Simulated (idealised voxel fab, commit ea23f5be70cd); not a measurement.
A process module follows: voxel air gaps.
155 nm wide, 5 nm square cells: that's cross-section cut.
Think of the cross-section as a grid of square cells. We describe it in bands, top to bottom, and each band covers one or more rows of those cells. Band: top height; bottom height; in nm. Then, left to right: material with width in nm, for each material. "everywhere": a single material spanning edge to edge. "air": empty space. Height reference: 0 = level under which incoming wafer is all one material. Lowest band: no bottom, runs on downward, e.g. "from 0 down". Width "30..40": first value at the band's top row of cells, second value at its bottom row, equal change from row to row. Take "nothing was modified" at face value: in the step it is given for, the cross-section changed in none of its cells. Reported under the label "Entrapped voids" are the empty spaces having no open way to the top and comprising 8 cells or more; the notation for each is width x height at distance, in which the distance is measured from the left edge and all three values are in nm. Formally, on a step line, whatever follows the settings is a remark that the simulator itself makes on the step. "overlay nm" answers the question of how far to the right of plan the mask lay on a step that has a mask, and when it is negative the answer is to the left.
### These are the steps we planned for the process
1 RECEIVE, material Si
2 CONFORMAL_DEP, material SiO2, thk nm 10
3 CONFORMAL_DEP, material SiCN, thk nm 5
4 DIRECTIONAL_DEP, material lowk, thk nm 30
5 DIRECTIONAL_DEP, material aC, thk nm 10
6 PATTERN, tone open, mask id LINES, material resist, width nm 20, pitch nm 45, thk nm 25, overlay nm 0
7 DIRECTIONAL_ETCH, etch materials aC, depth nm 10
8 STRIP, etch materials resist
9 DIRECTIONAL_ETCH, etch materials lowk, depth nm 30
10 STRIP, etch materials aC
11 CONFORMAL_DEP, material TiN, thk nm 5
12 FILL_DEP, material Cu, thk nm 5
13 CMP, height nm 45
14 EPI, material Ru, thk nm 10
15 SELECTIVE_ETCH, etch materials lowk, depth nm 40
16 CONFORMAL_DEP, material SiCN, thk nm 5
### Cross-section: wafer on arrival = after step 1
* from 0 down = Si everywhere
* Entrapped voids: none
### End state of the module in cross-section, given the above starting point and plan and one mistake in execution
* from 60 to 55 = air: 5 / aC: 140 / air: 10
* from 55 to 45 = air: 5 / aC: 5 / Ru: 40 / aC: 5 / Ru: 40 / aC: 5 / Ru: 40 / aC: 5 / air: 10
* from 45 to 40 = air: 5 / aC: 15 / TiN: 5 / Cu: 10 / TiN: 5 / aC: 25 / TiN: 5 / Cu: 10 / TiN: 5 / aC: 25 / TiN: 5 / Cu: 10 / TiN: 5 / aC: 15 / air: 10
* from 40 to 20 = air: 15 / aC: 5 / TiN: 5 / Cu: 10 / TiN: 5 / aC: 5 / air: 15 / aC: 5 / TiN: 5 / Cu: 10 / TiN: 5 / aC: 5 / air: 15 / aC: 5 / TiN: 5 / Cu: 10 / TiN: 5 / aC: 5 / air: 20
* from 20 to 15 = aC: 20 / TiN: 20 / aC: 25 / TiN: 20 / aC: 25 / TiN: 20 / aC: 25
* from 15 to 10 = SiCN everywhere
* from 10 to 0 = SiO2 everywhere
* from 0 down = Si everywhere
* Entrapped voids: 15 x 20 at 45; 15 x 20 at 90
In executing the process, a mistake was made relative to the plan: in deviation from the planned setting, step 16 was conducted as CONFORMAL_DEP, material aC, thk nm 5
